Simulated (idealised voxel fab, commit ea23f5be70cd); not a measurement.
process module | voxel gate over fins
cross-section cut | 235 nm wide | cells 5 nm
A cross-section is a grid of square cells, given in bands from the top down. A band is one or more rows of cells.
Each band's line starts with the height of the band's top and of its bottom, in nm. Then come its materials from left to right, each with its width in nm. One material with "throughout" fills the band from edge to edge. "air" is empty space.
Height 0 is the level under which the wafer as received is all one material. The lowest band goes on downwards, as in "0 down".
A width such as "30 to 40" changes by the same amount from each row of cells to the next, from the band's top row to its bottom row.
"no change" after a step means that no cell of the cross-section changed.
closed voids: empty space of 8 cells or more with no open way to the top, each as width x height at its distance from the left edge, in nm
after a step's settings: what the simulator itself notes on the step
overlay nm, on a step with a mask: how far to the right of its planned place the mask lay; to the left if negative
plan
1 op RECEIVE | material Si
2 op CONFORMAL_DEP | material SiN | thk nm 5
3 op PATTERN | tone cover | mask id FINS | material resist | width nm 15 | pitch nm 50 | thk nm 20 | overlay nm 0
4 op DIRECTIONAL_ETCH | etch materials SiN | depth nm 5
5 op DIRECTIONAL_ETCH | etch materials Si | depth nm 30
6 op STRIP | etch materials resist
7 op FILL_DEP | material SiO2 | thk nm 5
8 op CMP | height nm 5
9 op PATTERN | tone open | mask id RAIL | material resist | width nm 15 | thk nm 20 | overlay nm 0
10 op DIRECTIONAL_ETCH | etch materials SiO2 | depth nm 30
11 op STRIP | etch materials resist
12 op CONFORMAL_DEP | material TiN | thk nm 5
13 op FILL_DEP | material Ru | thk nm 5
14 op CMP | height nm 5
15 op SELECTIVE_ETCH | etch materials W Ru TiN | depth nm 20
16 op FILL_DEP | material SiO2 | thk nm 5
17 op CMP | height nm 5
18 op SELECTIVE_ETCH | etch materials SiO2 | depth nm 15
19 op STRIP | etch materials SiN
20 op CONFORMAL_DEP | material HfO2 | thk nm 5
21 op CONFORMAL_DEP | material TiN | thk nm 5
22 op CONFORMAL_DEP | material TiAl | thk nm 5
23 op CONFORMAL_DEP | material TiN | thk nm 5
24 op FILL_DEP | material W | thk nm 15
25 op CMP | height nm 30
26 op CONFORMAL_DEP | material SiN | thk nm 10
first wafer, as planned
as received, after step 1
  0 down: Si throughout
  closed voids: none
after step 2
  5 to 0: SiN throughout
  below 0: unchanged
after step 3
  25 to 5: air 85 | resist 15 | air 35 | resist 15 | air 85
  below 5: unchanged
after step 4
  25 to 5: air 85 | resist 15 | air 35 | resist 15 | air 85
  5 to 0: air 85 | SiN 15 | air 35 | SiN 15 | air 85
  below 0: unchanged
after step 5
  25 to 5: air 85 | resist 15 | air 35 | resist 15 | air 85
  5 to 0: air 85 | SiN 15 | air 35 | SiN 15 | air 85
  0 to -30: air 85 | Si 15 | air 35 | Si 15 | air 85
  below -30: unchanged
after step 6
  5 to 0: air 85 | SiN 15 | air 35 | SiN 15 | air 85
  below 0: unchanged
after step 7
  10 to 5: SiO2 throughout
  5 to 0: SiO2 85 | SiN 15 | SiO2 35 | SiN 15 | SiO2 85
  0 to -30: SiO2 85 | Si 15 | SiO2 35 | Si 15 | SiO2 85
  below -30: unchanged
after step 8
  5 to 0: SiO2 85 | SiN 15 | SiO2 35 | SiN 15 | SiO2 85
  below 0: unchanged
after step 9
  25 to 5: resist 110 | air 15 | resist 110
  below 5: unchanged
after step 10
  25 to 5: resist 110 | air 15 | resist 110
  5 to 0: SiO2 85 | SiN 15 | SiO2 10 | air 15 | SiO2 10 | SiN 15 | SiO2 85
  0 to -25: SiO2 85 | Si 15 | SiO2 10 | air 15 | SiO2 10 | Si 15 | SiO2 85
  below -25: unchanged
after step 11
  5 to 0: SiO2 85 | SiN 15 | SiO2 10 | air 15 | SiO2 10 | SiN 15 | SiO2 85
  below 0: unchanged
after step 12
  10 to 5: TiN 115 | air 5 | TiN 115
  5 to 0: SiO2 85 | SiN 15 | SiO2 10 | TiN 5 | air 5 | TiN 5 | SiO2 10 | SiN 15 | SiO2 85
  0 to -20: SiO2 85 | Si 15 | SiO2 10 | TiN 5 | air 5 | TiN 5 | SiO2 10 | Si 15 | SiO2 85
  -20 to -25: SiO2 85 | Si 15 | SiO2 10 | TiN 15 | SiO2 10 | Si 15 | SiO2 85
  below -25: unchanged
after step 13
  15 to 10: Ru throughout
  10 to 5: TiN 115 | Ru 5 | TiN 115
  5 to 0: SiO2 85 | SiN 15 | SiO2 10 | TiN 5 | Ru 5 | TiN 5 | SiO2 10 | SiN 15 | SiO2 85
  0 to -20: SiO2 85 | Si 15 | SiO2 10 | TiN 5 | Ru 5 | TiN 5 | SiO2 10 | Si 15 | SiO2 85
  below -20: unchanged
after step 14
  5 to 0: SiO2 85 | SiN 15 | SiO2 10 | TiN 5 | Ru 5 | TiN 5 | SiO2 10 | SiN 15 | SiO2 85
  below 0: unchanged
after step 15
  5 to 0: SiO2 85 | SiN 15 | SiO2 10 | air 15 | SiO2 10 | SiN 15 | SiO2 85
  0 to -15: SiO2 85 | Si 15 | SiO2 10 | air 15 | SiO2 10 | Si 15 | SiO2 85
  below -15: unchanged
after step 16
  10 to 5: SiO2 throughout
  5 to 0: SiO2 85 | SiN 15 | SiO2 35 | SiN 15 | SiO2 85
  0 to -15: SiO2 85 | Si 15 | SiO2 35 | Si 15 | SiO2 85
  below -15: unchanged
after step 17
  5 to 0: SiO2 85 | SiN 15 | SiO2 35 | SiN 15 | SiO2 85
  below 0: unchanged
after step 18
  5 to 0: air 85 | SiN 15 | air 35 | SiN 15 | air 85
  0 to -10: air 85 | Si 15 | air 35 | Si 15 | air 85
  below -10: unchanged
after step 19
  0 to -10: air 85 | Si 15 | air 35 | Si 15 | air 85
  below -10: unchanged
after step 20
  5 to 0: air 80 | HfO2 25 | air 25 | HfO2 25 | air 80
  0 to -5: air 80 | HfO2 5 | Si 15 | HfO2 5 | air 25 | HfO2 5 | Si 15 | HfO2 5 | air 80
  -5 to -10: HfO2 85 | Si 15 | HfO2 35 | Si 15 | HfO2 85
  below -10: unchanged
after step 21
  10 to 5: air 75 | TiN 35 | air 15 | TiN 35 | air 75
  5 to 0: air 75 | TiN 5 | HfO2 25 | TiN 5 | air 15 | TiN 5 | HfO2 25 | TiN 5 | air 75
  0 to -5: TiN 80 | HfO2 5 | Si 15 | HfO2 5 | TiN 25 | HfO2 5 | Si 15 | HfO2 5 | TiN 80
  below -5: unchanged
after step 22
  15 to 10: air 70 | TiAl 45 | air 5 | TiAl 45 | air 70
  10 to 5: air 70 | TiAl 5 | TiN 35 | TiAl 5 | air 5 | TiAl 5 | TiN 35 | TiAl 5 | air 70
  5 to 0: TiAl 75 | TiN 5 | HfO2 25 | TiN 5 | TiAl 15 | TiN 5 | HfO2 25 | TiN 5 | TiAl 75
  below 0: unchanged
after step 23
  20 to 15: air 65 | TiN 105 | air 65
  15 to 10: air 65 | TiN 5 | TiAl 45 | TiN 5 | TiAl 45 | TiN 5 | air 65
  10 to 5: TiN 70 | TiAl 5 | TiN 35 | TiAl 5 | TiN 5 | TiAl 5 | TiN 35 | TiAl 5 | TiN 70
  below 5: unchanged
after step 24
  35 to 20: W throughout
  20 to 15: W 65 | TiN 105 | W 65
  15 to 10: W 65 | TiN 5 | TiAl 45 | TiN 5 | TiAl 45 | TiN 5 | W 65
  below 10: unchanged
after step 25
  30 to 20: W throughout
  below 20: unchanged
after step 26
  40 to 30: SiN throughout
  below 30: unchanged
second wafer: like start, like plan, one mistake. Through step 19 it matches the first wafer
when step 20 should have ended
  5 to 0: air 80 | TiN 25 | air 25 | TiN 25 | air 80
  0 to -5: air 80 | TiN 5 | Si 15 | TiN 5 | air 25 | TiN 5 | Si 15 | TiN 5 | air 80
  -5 to -10: TiN 85 | Si 15 | TiN 35 | Si 15 | TiN 85
  below -10: unchanged
when step 21 should have ended
  10 to 5: air 75 | HfO2 35 | air 15 | HfO2 35 | air 75
  5 to 0: air 75 | HfO2 5 | TiN 25 | HfO2 5 | air 15 | HfO2 5 | TiN 25 | HfO2 5 | air 75
  0 to -5: HfO2 80 | TiN 5 | Si 15 | TiN 5 | HfO2 25 | TiN 5 | Si 15 | TiN 5 | HfO2 80
  below -5: unchanged
when step 22 should have ended
  15 to 10: air 70 | TiAl 45 | air 5 | TiAl 45 | air 70
  10 to 5: air 70 | TiAl 5 | HfO2 35 | TiAl 5 | air 5 | TiAl 5 | HfO2 35 | TiAl 5 | air 70
  5 to 0: TiAl 75 | HfO2 5 | TiN 25 | HfO2 5 | TiAl 15 | HfO2 5 | TiN 25 | HfO2 5 | TiAl 75
  below 0: unchanged
when step 23 should have ended
  20 to 15: air 65 | TiN 105 | air 65
  15 to 10: air 65 | TiN 5 | TiAl 45 | TiN 5 | TiAl 45 | TiN 5 | air 65
  10 to 5: TiN 70 | TiAl 5 | HfO2 35 | TiAl 5 | TiN 5 | TiAl 5 | HfO2 35 | TiAl 5 | TiN 70
  below 5: unchanged
when step 24 should have ended
  35 to 20: W throughout
  20 to 15: W 65 | TiN 105 | W 65
  15 to 10: W 65 | TiN 5 | TiAl 45 | TiN 5 | TiAl 45 | TiN 5 | W 65
  below 10: unchanged
when step 25 should have ended
  30 to 20: W throughout
  below 20: unchanged
when step 26 should have ended
  40 to 30: SiN throughout
  below 30: unchanged
what went wrong: steps 20 and 21 were swapped
at the end the second wafer has, in cells: as many of each material as the first, in other places
